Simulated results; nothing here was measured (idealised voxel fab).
The following is a process module called voxel lift off.
Cross-section cut spans 200 nm and uses square cells 5 nm in size.
Throughout this document, each cross-section is represented as a grid of square cells and is presented as a sequence of bands enumerated from the top downward, where a band comprises one or more rows of cells. Heads up on the band format: heights come first, top then bottom, in nm. After that it's the materials left to right, each with its width in nm. A single material flagged "throughout" fills the whole band edge to edge, and "air" means there's empty space there. All heights in this document are referenced to 0, defined as the level beneath which the wafer, as received, consists entirely of one material. The lowest band is not bounded below; it extends indefinitely downward and is written in the form "0 nm and below". When a width is written as two numbers, as in "30->40", the first number is the width in the top row of cells of the band and the second is the width in its bottom row, and the width changes by the same amount from each row to the next. You'll sometimes find "remains unaltered" written for a step, and that's the way of saying that nowhere in the cross-section did a cell change during that step. Look at "closed voids" for the closed voids: empty spaces with no open path to the top, sized 8 cells or up. Each is width x height at distance, distance from the left edge, all nm. Anything after a step's settings on that line? It's the simulator's own note about the step. overlay nm: mask offset rightward from planned place, masked step; negative means leftward offset.

**Planned step list for the process**
1) op RECEIVE | material Si
2) op CONFORMAL_DEP | material SiN | thk nm 10
3) op PATTERN | tone open | mask id LINES | material resist | width nm 15 | pitch nm 40 | thk nm 30 | overlay nm 0
4) op DIRECTIONAL_DEP | material Ru | thk nm 15
5) op STRIP | etch materials resist
6) op CONFORMAL_DEP | material SiO2 | thk nm 10

**Shown in cross-section is the wafer as received, that is, as it stands after step 1**
    0 nm and below  Si throughout
    closed voids: none

**Cross-sectional result after module completion. Note: starting condition and plan are unchanged from above; one processing mistake was made**
    35 nm to 25 nm  SiO2 throughout
    25 nm to 10 nm  70 of Ru, then 15 of SiO2, then 25 of Ru, then 15 of SiO2, then 75 of Ru
    10 nm to 0 nm  SiN throughout
    0 nm and below  Si throughout
    closed voids: none
In executing the process, a mistake was made relative to the plan: for step 3, the planned setting was not used; the step was instead run as op PATTERN | tone cover | mask id LINES | material resist | width nm 15 | pitch nm 40 | thk nm 30 | overlay nm 0
